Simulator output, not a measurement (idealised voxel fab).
Module name: voxel transistor to metal (process module)
This is section cut - it's 190 nm across, gridded in 5 nm square cells.
In what follows, cross-sections appear as grids of square cells, described through bands that run from the top down, where every band is one or more rows of cells. Band: top height; bottom height; in nm. Then, left to right: material with width in nm, for each material. "throughout": a single material spanning edge to edge. "blank": empty space. Zero point of the height axis is 0; under it, received wafer = one material. Lowest band: continues down indefinitely, "top 0, no bottom". With a width like "30..40", each row of cells in the band differs from the next by the same amount, the top row carrying the first number and the bottom row the second. No cell of the cross-section changed in a step that is given as "all unchanged". "Enclosed void list" lists enclosed empty spaces (at least 8 cells, no open path upward to the top), each as width x height at distance from the left edge, in nm. That trailing text on a step's line, after the settings, is the simulator's own remark on the step. overlay nm: how far to the right of its planned place the mask lay on this masked step (negative: to the left).
### Planned step list for the process
1,RECEIVE (material Si)
2,OXIDIZE (depth nm 5)
3,CONFORMAL_DEP (material SiN; thk nm 15)
4,PATTERN (tone cover; mask id ACTIVE; material resist; width nm 105; thk nm 20; overlay nm 0)
5,DIRECTIONAL_ETCH (etch materials SiN; depth nm 15)
6,DIRECTIONAL_ETCH (etch materials SiO2; depth nm 5)
7,DIRECTIONAL_ETCH (etch materials Si; depth nm 30)
8,STRIP (etch materials resist)
9,FILL_DEP (material SiO2; thk nm 10)
10,CMP (height nm 15)
11,SELECTIVE_ETCH (etch materials SiO2; depth nm 5)
12,STRIP (etch materials SiN)
13,SELECTIVE_ETCH (etch materials SiO2; depth nm 5)
14,OXIDIZE (depth nm 5)
15,DIRECTIONAL_DEP (material polySi; thk nm 30)
16,DIRECTIONAL_DEP (material SiCN; thk nm 15)
17,DIRECTIONAL_DEP (material aC; thk nm 10)
18,PATTERN (tone cover; mask id GATE; material resist; width nm 35; thk nm 25; overlay nm 0)
19,DIRECTIONAL_ETCH (etch materials aC; depth nm 10)
20,STRIP (etch materials resist)
21,DIRECTIONAL_ETCH (etch materials SiCN; depth nm 25)
22,DIRECTIONAL_ETCH (etch materials polySi; depth nm 40)
23,STRIP (etch materials aC)
24,CONFORMAL_DEP (material SiO2; thk nm 5)
25,DIRECTIONAL_ETCH (etch materials SiO2; depth nm 5)
26,CONFORMAL_DEP (material SiN; thk nm 10)
27,DIRECTIONAL_ETCH (etch materials SiN; depth nm 10)
28,DIRECTIONAL_ETCH (etch materials SiO2; depth nm 5)
29,DIRECTIONAL_ETCH (etch materials Si; depth nm 10)
30,EPI (material pSi; thk nm 15)
31,FILL_DEP (material SiO2; thk nm 10)
32,CMP (height nm 25)
33,STRIP (etch materials polySi)
34,SELECTIVE_ETCH (etch materials SiO2; depth nm 5)
35,CONFORMAL_DEP (material HfO2; thk nm 5)
36,CONFORMAL_DEP (material TiN; thk nm 5)
37,FILL_DEP (material W; thk nm 10)
38,CMP (height nm 20)
39,DIRECTIONAL_DEP (material SiO2; thk nm 10)
40,MASKED_ETCH (tone open; mask id CONTACT; width nm 15; pitch nm 80; etch materials SiO2; depth nm 25; overlay nm 0)
41,CONFORMAL_DEP (material TiN; thk nm 5)
42,FILL_DEP (material Ru; thk nm 5)
43,CMP (height nm 30)
44,DIRECTIONAL_DEP (material TiN; thk nm 5)
45,DIRECTIONAL_DEP (material W; thk nm 15)
46,DIRECTIONAL_DEP (material aC; thk nm 10)
47,PATTERN (tone cover; mask id METAL_1; material resist; width nm 15; pitch nm 80; thk nm 25; overlay nm 0)
48,DIRECTIONAL_ETCH (etch materials aC; depth nm 10)
49,STRIP (etch materials resist)
50,DIRECTIONAL_ETCH (etch materials W; depth nm 15)
51,DIRECTIONAL_ETCH (etch materials TiN; depth nm 5)
52,STRIP (etch materials aC)
53,FILL_DEP (material lowk; thk nm 5)
54,CMP (height nm 50)
55,CONFORMAL_DEP (material SiCN; thk nm 5)
### Received-state cross-section, reflecting completion of step 1
	top 0, no bottom  Si throughout
	Enclosed void list: none
### Cross-sectional image of the first of two wafers at the end of the module, the run having proceeded as planned
	top 55, bottom 50  SiCN throughout
	top 50, bottom 35  lowk 45 nm / W 15 nm / lowk 65 nm / W 15 nm / lowk 50 nm
	top 35, bottom 30  lowk 45 nm / TiN 15 nm / lowk 65 nm / TiN 15 nm / lowk 50 nm
	top 30, bottom 20  SiO2 45 nm / TiN 5 nm / Ru 5 nm / TiN 5 nm / SiO2 65 nm / TiN 5 nm / Ru 5 nm / TiN 5 nm / SiO2 50 nm
	top 20, bottom 10  SiO2 45 nm / TiN 5 nm / Ru 5 nm / TiN 5 nm / SiN 10 nm / HfO2 5 nm / TiN 5 nm / W 25 nm / TiN 5 nm / HfO2 5 nm / SiN 10 nm / TiN 5 nm / Ru 5 nm / TiN 5 nm / SiO2 50 nm
	top 10, bottom 5  SiO2 45 nm / TiN 15 nm / SiN 10 nm / HfO2 5 nm / TiN 5 nm / W 25 nm / TiN 5 nm / HfO2 5 nm / SiN 10 nm / TiN 15 nm / SiO2 50 nm
	top 5, bottom 0  SiO2 40 nm / SiN 10 nm / pSi 10 nm / SiN 10 nm / HfO2 5 nm / TiN 5 nm / W 25 nm / TiN 5 nm / HfO2 5 nm / SiN 10 nm / pSi 10 nm / SiN 10 nm / SiO2 45 nm
	top 0, bottom -5  SiO2 40 nm / SiN 10 nm / pSi 10 nm / SiN 10 nm / HfO2 5 nm / TiN 35 nm / HfO2 5 nm / SiN 10 nm / pSi 10 nm / SiN 10 nm / SiO2 45 nm
	top -5, bottom -10  SiO2 50 nm / pSi 10 nm / SiO2 10 nm / HfO2 45 nm / SiO2 10 nm / pSi 10 nm / SiO2 55 nm
	top -10, bottom -20  SiO2 40 nm / Si 10 nm / pSi 10 nm / Si 65 nm / pSi 10 nm / Si 10 nm / SiO2 45 nm
	top -20, bottom -35  SiO2 40 nm / Si 105 nm / SiO2 45 nm
	top -35, no bottom  Si throughout
	Enclosed void list: none
### second wafer at the end: like start, like plan, one mistake
	top 55, bottom 50  SiCN throughout
	top 50, bottom 35  lowk 45 nm / W 15 nm / lowk 65 nm / W 15 nm / lowk 50 nm
	top 35, bottom 30  lowk 45 nm / TiN 15 nm / lowk 65 nm / TiN 15 nm / lowk 50 nm
	top 30, bottom 20  SiO2 45 nm / TiN 5 nm / Ru 5 nm / TiN 5 nm / SiO2 65 nm / TiN 5 nm / Ru 5 nm / TiN 5 nm / SiO2 50 nm
	top 20, bottom 10  SiO2 45 nm / TiN 5 nm / Ru 5 nm / TiN 5 nm / SiN 10 nm / HfO2 5 nm / TiN 5 nm / W 25 nm / TiN 5 nm / HfO2 5 nm / SiN 10 nm / TiN 5 nm / Ru 5 nm / TiN 5 nm / SiO2 50 nm
	top 10, bottom 5  SiO2 45 nm / TiN 15 nm / SiN 10 nm / HfO2 5 nm / TiN 5 nm / W 25 nm / TiN 5 nm / HfO2 5 nm / SiN 10 nm / TiN 15 nm / SiO2 50 nm
	top 5, bottom 0  SiO2 40 nm / SiN 10 nm / SiO2 10 nm / SiN 10 nm / HfO2 5 nm / TiN 5 nm / W 25 nm / TiN 5 nm / HfO2 5 nm / SiN 10 nm / SiO2 10 nm / SiN 10 nm / SiO2 45 nm
	top 0, bottom -5  SiO2 40 nm / SiN 10 nm / SiO2 10 nm / SiN 10 nm / HfO2 5 nm / TiN 35 nm / HfO2 5 nm / SiN 10 nm / SiO2 10 nm / SiN 10 nm / SiO2 45 nm
	top -5, bottom -10  SiO2 50 nm / pSi 10 nm / SiO2 10 nm / HfO2 45 nm / SiO2 10 nm / pSi 10 nm / SiO2 55 nm
	top -10, bottom -35  SiO2 40 nm / Si 105 nm / SiO2 45 nm
	top -35, no bottom  Si throughout
	Enclosed void list: none
Processing error: step 30 occupied the plan position of step 29, and the converse holds as well
In the final state, the cell counts of the second wafer exceed or fall short of those of the first for the following materials: Si +8, SiO2 +8, pSi -16
